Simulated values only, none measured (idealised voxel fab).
Process module heading - voxel tone inversion
In the cross-section labelled cut, the width is 145 nm and each square cell is 5 nm.
Square cells in a grid make up a cross-section in this document, and the grid is given as bands, listed from the top down, each one or more rows of cells.
Top height, bottom height, nm. Materials left to right, width each, nm. Single material + "edge to edge" = fills band edge to edge. "air" = empty.
Height reference: 0 = level under which incoming wafer is all one material. Lowest band: no bottom, runs on downward, e.g. "top 0, no bottom".
The expression "30..40" gives the width at the extremes of the band, the first number at its top row of cells and the second at its bottom row, with the width changing by equal amounts from each row to the next in between.
"remained unchanged" after a step means that no cell of the cross-section changed.
The entry "Closed void roster" lists the empty spaces that cover at least 8 cells and have no open path to the top. Each is written as width x height at distance, where the distance is measured from the left edge and all three values are in nm.
What comes after the settings on a step's line is commentary from the simulator itself on that step.
When a step includes a mask, the "overlay nm" setting on its line states how far to the right of its planned place that mask lay, and negative values state how far to the left.
Pairs from here to the end. Each: cross-section before one process step, cross-section after it, the latter only as far down as the lowest band that changed. Under each: the step between, and its settings. Mind that the pairs may be taken from different runs of this module on the same starting wafer; whether a pair continues from the pair above depends on its entry headed "Ex-ante state", and it does only where that entry says so.

# Ex-ante state
- top 0, no bottom  Si edge to edge
- Closed void roster: none

# Section After Processing
- top 10, bottom 0  SiCN edge to edge
- Rest of section, below 0: as before.
- Closed void roster: none
Which operation links the two cross-sections above? CONFORMAL_DEP (material SiCN; thk nm 10)

Ex-ante state: It is represented by the cross-section appearing after the step of the pair directly above.

# Section After Processing
- top 35, bottom 10  aC edge to edge
- Rest of section, below 10: as before.
- Closed void roster: none
Which operation links the two cross-sections above? DIRECTIONAL_DEP (material aC; thk nm 25)

Ex-ante state: It is represented by the cross-section appearing after the step of the pair directly above.

# Section After Processing
- top 65, bottom 35  air (40), resist (25), air (15), resist (25), air (40)
- Rest of section, below 35: as before.
- Closed void roster: none
Which operation links the two cross-sections above? PATTERN (tone cover; mask id POSTS; material resist; width nm 25; pitch nm 40; thk nm 30; overlay nm 0)

Ex-ante state: It is represented by the cross-section appearing after the step of the pair directly above.

# Section After Processing
- top 40, bottom 35  air (40), resist (25), air (15), resist (25), air (40)
- top 35, bottom 10  air (40), aC (25), air (15), aC (25), air (40)
- Rest of section, below 10: as before.
- Closed void roster: none
Which operation links the two cross-sections above? DIRECTIONAL_ETCH (etch materials aC; depth nm 25)

Ex-ante state: It is represented by the cross-section appearing after the step of the pair directly above.

# Section After Processing
- top 35, bottom 10  air (40), aC (25), air (15), aC (25), air (40)
- Rest of section, below 10: as before.
- Closed void roster: none
Which operation links the two cross-sections above? STRIP (etch materials resist)

Ex-ante state: It is represented by the cross-section appearing after the step of the pair directly above.

# Section After Processing
- top 40, bottom 35  SiO2 edge to edge
- top 35, bottom 10  SiO2 (40), aC (25), SiO2 (15), aC (25), SiO2 (40)
- Rest of section, below 10: as before.
- Closed void roster: none
Which operation links the two cross-sections above? FILL_DEP (material SiO2; thk nm 5)

Ex-ante state: It is represented by the cross-section appearing after the step of the pair directly above.

# Section After Processing
- top 35, bottom 10  SiO2 (40), aC (25), SiO2 (15), aC (25), SiO2 (40)
- Rest of section, below 10: as before.
- Closed void roster: none
Which operation links the two cross-sections above? CMP (height nm 35)

Ex-ante state: It is represented by the cross-section appearing after the step of the pair directly above.

# Section After Processing
- top 35, bottom 10  SiO2 (40), air (25), SiO2 (15), air (25), SiO2 (40)
- Rest of section, below 10: as before.
- Closed void roster: none
Which operation links the two cross-sections above? STRIP (etch materials aC)

Ex-ante state: It is represented by the cross-section appearing after the step of the pair directly above.

# Section After Processing
- top 40, bottom 35  TiN (45), air (15), TiN (25), air (15), TiN (45)
- top 35, bottom 15  SiO2 (40), TiN (5), air (15), TiN (5), SiO2 (15), TiN (5), air (15), TiN (5), SiO2 (40)
- top 15, bottom 10  SiO2 (40), TiN (25), SiO2 (15), TiN (25), SiO2 (40)
- Rest of section, below 10: as before.
- Closed void roster: none
Which operation links the two cross-sections above? CONFORMAL_DEP (material TiN; thk nm 5)

Ex-ante state: It is represented by the cross-section appearing after the step of the pair directly above.

# Section After Processing
- top 45, bottom 40  Ru edge to edge
- top 40, bottom 35  TiN (45), Ru (15), TiN (25), Ru (15), TiN (45)
- top 35, bottom 15  SiO2 (40), TiN (5), Ru (15), TiN (5), SiO2 (15), TiN (5), Ru (15), TiN (5), SiO2 (40)
- Rest of section, below 15: as before.
- Closed void roster: none
Which operation links the two cross-sections above? FILL_DEP (material Ru; thk nm 5)

Ex-ante state: It is represented by the cross-section appearing after the step of the pair directly above.

# Section After Processing
- top 35, bottom 15  SiO2 (40), TiN (5), Ru (15), TiN (5), SiO2 (15), TiN (5), Ru (15), TiN (5), SiO2 (40)
- Rest of section, below 15: as before.
- Closed void roster: none
Which operation links the two cross-sections above? CMP (height nm 35)

Ex-ante state: It is represented by the cross-section appearing after the step of the pair directly above.

# Section After Processing
- top 40, bottom 35  SiCN edge to edge
- Rest of section, below 35: as before.
- Closed void roster: none
Which operation links the two cross-sections above? CONFORMAL_DEP (material SiCN; thk nm 5)

# Ex-ante state
- top 45, bottom 40  Ru edge to edge
- top 40, bottom 35  TiN (45), Ru (15), TiN (25), Ru (15), TiN (45)
- top 35, bottom 15  SiO2 (40), TiN (5), Ru (15), TiN (5), SiO2 (15), TiN (5), Ru (15), TiN (5), SiO2 (40)
- top 15, bottom 10  SiO2 (40), TiN (25), SiO2 (15), TiN (25), SiO2 (40)
- top 10, bottom 0  SiCN edge to edge
- top 0, no bottom  Si edge to edge
- Closed void roster: none

# Section After Processing
- top 50, bottom 40  Ru edge to edge
- Rest of section, below 40: as before.
- Closed void roster: none
Which operation links the two cross-sections above? FILL_DEP (material Ru; thk nm 5)

Ex-ante state: It is represented by the cross-section appearing after the step of the pair directly above.

# Section After Processing
- top 35, bottom 15  SiO2 (40), TiN (5), Ru (15), TiN (5), SiO2 (15), TiN (5), Ru (15), TiN (5), SiO2 (40)
- Rest of section, below 15: as before.
- Closed void roster: none
Which operation links the two cross-sections above? CMP (height nm 35)

# Ex-ante state
- top 0, no bottom  Si edge to edge
- Closed void roster: none

# Section After Processing
- top 25, bottom 0  aC edge to edge
- Rest of section, below 0: as before.
- Closed void roster: none
Which operation links the two cross-sections above? DIRECTIONAL_DEP (material aC; thk nm 25)

Ex-ante state: It is represented by the cross-section appearing after the step of the pair directly above.

# Section After Processing
- top 35, bottom 25  SiCN edge to edge
- Rest of section, below 25: as before.
- Closed void roster: none
Which operation links the two cross-sections above? CONFORMAL_DEP (material SiCN; thk nm 10)

Ex-ante state: It is represented by the cross-section appearing after the step of the pair directly above.

# Section After Processing
- top 65, bottom 35  air (40), resist (25), air (15), resist (25), air (40)
- Rest of section, below 35: as before.
- Closed void roster: none
Which operation links the two cross-sections above? PATTERN (tone cover; mask id POSTS; material resist; width nm 25; pitch nm 40; thk nm 30; overlay nm 0)

Ex-ante state: It is represented by the cross-section appearing after the step of the pair directly above.

# Section After Processing
- top 40, bottom 35  air (40), resist (25), air (15), resist (25), air (40)
- Rest of section, below 35: as before.
- Closed void roster: none
Which operation links the two cross-sections above? DIRECTIONAL_ETCH (etch materials aC; depth nm 25)

Ex-ante state: It is represented by the cross-section appearing after the step of the pair directly above.

# Section After Processing
- top 35, bottom 25  SiCN edge to edge
- Rest of section, below 25: as before.
- Closed void roster: none
Which operation links the two cross-sections above? STRIP (etch materials resist)

Ex-ante state: It is represented by the cross-section appearing after the step of the pair directly above.

# Section After Processing
- top 40, bottom 35  SiO2 edge to edge
- Rest of section, below 35: as before.
- Closed void roster: none
Which operation links the two cross-sections above? FILL_DEP (material SiO2; thk nm 5)

Ex-ante state: It is represented by the cross-section appearing after the step of the pair directly above.

# Section After Processing
- top 35, bottom 25  SiCN edge to edge
- Rest of section, below 25: as before.
- Closed void roster: none
Which operation links the two cross-sections above? CMP (height nm 35)

Ex-ante state: It is represented by the cross-section appearing after the step of the pair directly above.

# Section After Processing
- top 40, bottom 35  TiN edge to edge
- Rest of section, below 35: as before.
- Closed void roster: none
Which operation links the two cross-sections above? CONFORMAL_DEP (material TiN; thk nm 5)

Ex-ante state: It is represented by the cross-section appearing after the step of the pair directly above.

# Section After Processing
- top 45, bottom 40  Ru edge to edge
- Rest of section, below 40: as before.
- Closed void roster: none
Which operation links the two cross-sections above? FILL_DEP (material Ru; thk nm 5)

Ex-ante state: It is represented by the cross-section appearing after the step of the pair directly above.

# Section After Processing
- top 35, bottom 25  SiCN edge to edge
- Rest of section, below 25: as before.
- Closed void roster: none
Which operation links the two cross-sections above? CMP (height nm 35)

Ex-ante state: It is represented by the cross-section appearing after the step of the pair directly above.

# Section After Processing
- top 40, bottom 25  SiCN edge to edge
- Rest of section, below 25: as before.
- Closed void roster: none
Which operation links the two cross-sections above? CONFORMAL_DEP (material SiCN; thk nm 5)

# Ex-ante state
- top 45, bottom 40  Ru edge to edge
- top 40, bottom 35  TiN (45), Ru (15), TiN (25), Ru (15), TiN (45)
- top 35, bottom 15  SiO2 (40), TiN (5), Ru (15), TiN (5), SiO2 (15), TiN (5), Ru (15), TiN (5), SiO2 (40)
- top 15, bottom 10  SiO2 (40), TiN (25), SiO2 (15), TiN (25), SiO2 (40)
- top 10, bottom 0  SiCN edge to edge
- top 0, no bottom  Si edge to edge
- Closed void roster: none

# Section After Processing
- top 40, bottom 35  TiN (45), Ru (15), TiN (25), Ru (15), TiN (45)
- Rest of section, below 35: as before.
- Closed void roster: none
Which operation links the two cross-sections above? CMP (height nm 40)

Ex-ante state: It is represented by the cross-section appearing after the step of the pair directly above.

# Section After Processing
- top 45, bottom 40  SiCN edge to edge
- Rest of section, below 40: as before.
- Closed void roster: none
Which operation links the two cross-sections above? CONFORMAL_DEP (material SiCN; thk nm 5)

# Ex-ante state
- top 35, bottom 10  aC edge to edge
- top 10, bottom 0  SiCN edge to edge
- top 0, no bottom  Si edge to edge
- Closed void roster: none

# Section After Processing
- top 65, bottom 35  air (45), resist (15), air (25), resist (15), air (45)
- Rest of section, below 35: as before.
- Closed void roster: none
Which operation links the two cross-sections above? PATTERN (tone cover; mask id POSTS; material resist; width nm 15; pitch nm 40; thk nm 30; overlay nm 0)

Ex-ante state: It is represented by the cross-section appearing after the step of the pair directly above.

# Section After Processing
- top 40, bottom 35  air (45), resist (15), air (25), resist (15), air (45)
- top 35, bottom 10  air (45), aC (15), air (25), aC (15), air (45)
- Rest of section, below 10: as before.
- Closed void roster: none
Which operation links the two cross-sections above? DIRECTIONAL_ETCH (etch materials aC; depth nm 25)

Ex-ante state: It is represented by the cross-section appearing after the step of the pair directly above.

# Section After Processing
- top 35, bottom 10  air (45), aC (15), air (25), aC (15), air (45)
- Rest of section, below 10: as before.
- Closed void roster: none
Which operation links the two cross-sections above? STRIP (etch materials resist)

Ex-ante state: It is represented by the cross-section appearing after the step of the pair directly above.

# Section After Processing
- top 40, bottom 35  SiO2 edge to edge
- top 35, bottom 10  SiO2 (45), aC (15), SiO2 (25), aC (15), SiO2 (45)
- Rest of section, below 10: as before.
- Closed void roster: none
Which operation links the two cross-sections above? FILL_DEP (material SiO2; thk nm 5)

Ex-ante state: It is represented by the cross-section appearing after the step of the pair directly above.

# Section After Processing
- top 35, bottom 10  SiO2 (45), aC (15), SiO2 (25), aC (15), SiO2 (45)
- Rest of section, below 10: as before.
- Closed void roster: none
Which operation links the two cross-sections above? CMP (height nm 35)

Ex-ante state: It is represented by the cross-section appearing after the step of the pair directly above.

# Section After Processing
- top 35, bottom 10  SiO2 (45), air (15), SiO2 (25), air (15), SiO2 (45)
- Rest of section, below 10: as before.
- Closed void roster: none
Which operation links the two cross-sections above? STRIP (etch materials aC)

Ex-ante state: It is represented by the cross-section appearing after the step of the pair directly above.

# Section After Processing
- top 40, bottom 35  TiN (50), air (5), TiN (35), air (5), TiN (50)
- top 35, bottom 15  SiO2 (45), TiN (5), air (5), TiN (5), SiO2 (25), TiN (5), air (5), TiN (5), SiO2 (45)
- top 15, bottom 10  SiO2 (45), TiN (15), SiO2 (25), TiN (15), SiO2 (45)
- Rest of section, below 10: as before.
- Closed void roster: none
Which operation links the two cross-sections above? CONFORMAL_DEP (material TiN; thk nm 5)

Ex-ante state: It is represented by the cross-section appearing after the step of the pair directly above.

# Section After Processing
- top 45, bottom 40  Ru edge to edge
- top 40, bottom 35  TiN (50), Ru (5), TiN (35), Ru (5), TiN (50)
- top 35, bottom 15  SiO2 (45), TiN (5), Ru (5), TiN (5), SiO2 (25), TiN (5), Ru (5), TiN (5), SiO2 (45)
- Rest of section, below 15: as before.
- Closed void roster: none
Which operation links the two cross-sections above? FILL_DEP (material Ru; thk nm 5)

Ex-ante state: It is represented by the cross-section appearing after the step of the pair directly above.

# Section After Processing
- top 35, bottom 15  SiO2 (45), TiN (5), Ru (5), TiN (5), SiO2 (25), TiN (5), Ru (5), TiN (5), SiO2 (45)
- Rest of section, below 15: as before.
- Closed void roster: none
Which operation links the two cross-sections above? CMP (height nm 35)

Ex-ante state: It is represented by the cross-section appearing after the step of the pair directly above.

# Section After Processing
- top 40, bottom 35  SiCN edge to edge
- Rest of section, below 35: as before.
- Closed void roster: none
Which operation links the two cross-sections above? CONFORMAL_DEP (material SiCN; thk nm 5)

# Ex-ante state
- top 35, bottom 10  aC edge to edge
- top 10, bottom 0  SiCN edge to edge
- top 0, no bottom  Si edge to edge
- Closed void roster: none

# Section After Processing
- top 65, bottom 35  air (30), resist (25), air (15), resist (25), air (50)
- Rest of section, below 35: as before.
- Closed void roster: none
Which operation links the two cross-sections above? PATTERN (tone cover; mask id POSTS; material resist; width nm 25; pitch nm 40; thk nm 30; overlay nm -10)

Ex-ante state: It is represented by the cross-section appearing after the step of the pair directly above.

# Section After Processing
- top 40, bottom 35  air (30), resist (25), air (15), resist (25), air (50)
- top 35, bottom 10  air (30), aC (25), air (15), aC (25), air (50)
- Rest of section, below 10: as before.
- Closed void roster: none
Which operation links the two cross-sections above? DIRECTIONAL_ETCH (etch materials aC; depth nm 25)

Ex-ante state: It is represented by the cross-section appearing after the step of the pair directly above.

# Section After Processing
- top 35, bottom 10  air (30), aC (25), air (15), aC (25), air (50)
- Rest of section, below 10: as before.
- Closed void roster: none
Which operation links the two cross-sections above? STRIP (etch materials resist)

Ex-ante state: It is represented by the cross-section appearing after the step of the pair directly above.

# Section After Processing
- top 40, bottom 35  SiO2 edge to edge
- top 35, bottom 10  SiO2 (30), aC (25), SiO2 (15), aC (25), SiO2 (50)
- Rest of section, below 10: as before.
- Closed void roster: none
Which operation links the two cross-sections above? FILL_DEP (material SiO2; thk nm 5)

Ex-ante state: It is represented by the cross-section appearing after the step of the pair directly above.

# Section After Processing
- top 35, bottom 10  SiO2 (30), aC (25), SiO2 (15), aC (25), SiO2 (50)
- Rest of section, below 10: as before.
- Closed void roster: none
Which operation links the two cross-sections above? CMP (height nm 35)

Ex-ante state: It is represented by the cross-section appearing after the step of the pair directly above.

# Section After Processing
- top 35, bottom 10  SiO2 (30), air (25), SiO2 (15), air (25), SiO2 (50)
- Rest of section, below 10: as before.
- Closed void roster: none
Which operation links the two cross-sections above? STRIP (etch materials aC)

Ex-ante state: It is represented by the cross-section appearing after the step of the pair directly above.

# Section After Processing
- top 40, bottom 35  TiN (35), air (15), TiN (25), air (15), TiN (55)
- top 35, bottom 15  SiO2 (30), TiN (5), air (15), TiN (5), SiO2 (15), TiN (5), air (15), TiN (5), SiO2 (50)
- top 15, bottom 10  SiO2 (30), TiN (25), SiO2 (15), TiN (25), SiO2 (50)
- Rest of section, below 10: as before.
- Closed void roster: none
Which operation links the two cross-sections above? CONFORMAL_DEP (material TiN; thk nm 5)

Ex-ante state: It is represented by the cross-section appearing after the step of the pair directly above.

# Section After Processing
- top 45, bottom 40  Ru edge to edge
- top 40, bottom 35  TiN (35), Ru (15), TiN (25), Ru (15), TiN (55)
- top 35, bottom 15  SiO2 (30), TiN (5), Ru (15), TiN (5), SiO2 (15), TiN (5), Ru (15), TiN (5), SiO2 (50)
- Rest of section, below 15: as before.
- Closed void roster: none
Which operation links the two cross-sections above? FILL_DEP (material Ru; thk nm 5)

Ex-ante state: It is represented by the cross-section appearing after the step of the pair directly above.

# Section After Processing
- top 35, bottom 15  SiO2 (30), TiN (5), Ru (15), TiN (5), SiO2 (15), TiN (5), Ru (15), TiN (5), SiO2 (50)
- Rest of section, below 15: as before.
- Closed void roster: none
Which operation links the two cross-sections above? CMP (height nm 35)

Ex-ante state: It is represented by the cross-section appearing after the step of the pair directly above.

# Section After Processing
- top 40, bottom 35  SiCN edge to edge
- Rest of section, below 35: as before.
- Closed void roster: none
Which operation links the two cross-sections above? CONFORMAL_DEP (material SiCN; thk nm 5)

# Ex-ante state
- top 35, bottom 15  SiO2 (40), TiN (5), Ru (15), TiN (5), SiO2 (15), TiN (5), Ru (15), TiN (5), SiO2 (40)
- top 15, bottom 10  SiO2 (40), TiN (25), SiO2 (15), TiN (25), SiO2 (40)
- top 10, bottom 0  SiCN edge to edge
- top 0, no bottom  Si edge to edge
- Closed void roster: none

# Section After Processing
- top 40, bottom 35  TiN edge to edge
- Rest of section, below 35: as before.
- Closed void roster: none
Which operation links the two cross-sections above? CONFORMAL_DEP (material TiN; thk nm 5)

# Ex-ante state
- top 35, bottom 10  aC edge to edge
- top 10, bottom 0  SiCN edge to edge
- top 0, no bottom  Si edge to edge
- Closed void roster: none

# Section After Processing
- top 65, bottom 35  resist (40), air (25), resist (15), air (25), resist (40)
- Rest of section, below 35: as before.
- Closed void roster: none
Which operation links the two cross-sections above? PATTERN (tone open; mask id POSTS; material resist; width nm 25; pitch nm 40; thk nm 30; overlay nm 0)

Ex-ante state: It is represented by the cross-section appearing after the step of the pair directly above.

# Section After Processing
- top 40, bottom 35  resist (40), air (25), resist (15), air (25), resist (40)
- top 35, bottom 10  aC (40), air (25), aC (15), air (25), aC (40)
- Rest of section, below 10: as before.
- Closed void roster: none
Which operation links the two cross-sections above? DIRECTIONAL_ETCH (etch materials aC; depth nm 25)

Ex-ante state: It is represented by the cross-section appearing after the step of the pair directly above.

# Section After Processing
- top 35, bottom 10  aC (40), air (25), aC (15), air (25), aC (40)
- Rest of section, below 10: as before.
- Closed void roster: none
Which operation links the two cross-sections above? STRIP (etch materials resist)

Ex-ante state: It is represented by the cross-section appearing after the step of the pair directly above.

# Section After Processing
- top 40, bottom 35  SiO2 edge to edge
- top 35, bottom 10  aC (40), SiO2 (25), aC (15), SiO2 (25), aC (40)
- Rest of section, below 10: as before.
- Closed void roster: none
Which operation links the two cross-sections above? FILL_DEP (material SiO2; thk nm 5)

Ex-ante state: It is represented by the cross-section appearing after the step of the pair directly above.

# Section After Processing
- top 35, bottom 10  aC (40), SiO2 (25), aC (15), SiO2 (25), aC (40)
- Rest of section, below 10: as before.
- Closed void roster: none
Which operation links the two cross-sections above? CMP (height nm 35)

Ex-ante state: It is represented by the cross-section appearing after the step of the pair directly above.

# Section After Processing
- top 35, bottom 10  air (40), SiO2 (25), air (15), SiO2 (25), air (40)
- Rest of section, below 10: as before.
- Closed void roster: none
Which operation links the two cross-sections above? STRIP (etch materials aC)

Ex-ante state: It is represented by the cross-section appearing after the step of the pair directly above.

# Section After Processing
- top 40, bottom 35  air (35), TiN (35), air (5), TiN (35), air (35)
- top 35, bottom 15  air (35), TiN (5), SiO2 (25), TiN (5), air (5), TiN (5), SiO2 (25), TiN (5), air (35)
- top 15, bottom 10  TiN (40), SiO2 (25), TiN (15), SiO2 (25), TiN (40)
- Rest of section, below 10: as before.
- Closed void roster: none
Which operation links the two cross-sections above? CONFORMAL_DEP (material TiN; thk nm 5)

Ex-ante state: It is represented by the cross-section appearing after the step of the pair directly above.

# Section After Processing
- top 45, bottom 40  Ru edge to edge
- top 40, bottom 35  Ru (35), TiN (35), Ru (5), TiN (35), Ru (35)
- top 35, bottom 15  Ru (35), TiN (5), SiO2 (25), TiN (5), Ru (5), TiN (5), SiO2 (25), TiN (5), Ru (35)
- Rest of section, below 15: as before.
- Closed void roster: none
Which operation links the two cross-sections above? FILL_DEP (material Ru; thk nm 5)

Ex-ante state: It is represented by the cross-section appearing after the step of the pair directly above.

# Section After Processing
- top 35, bottom 15  Ru (35), TiN (5), SiO2 (25), TiN (5), Ru (5), TiN (5), SiO2 (25), TiN (5), Ru (35)
- Rest of section, below 15: as before.
- Closed void roster: none
Which operation links the two cross-sections above? CMP (height nm 35)

Ex-ante state: It is represented by the cross-section appearing after the step of the pair directly above.

# Section After Processing
- top 40, bottom 35  SiCN edge to edge
- Rest of section, below 35: as before.
- Closed void roster: none
Which operation links the two cross-sections above? CONFORMAL_DEP (material SiCN; thk nm 5)
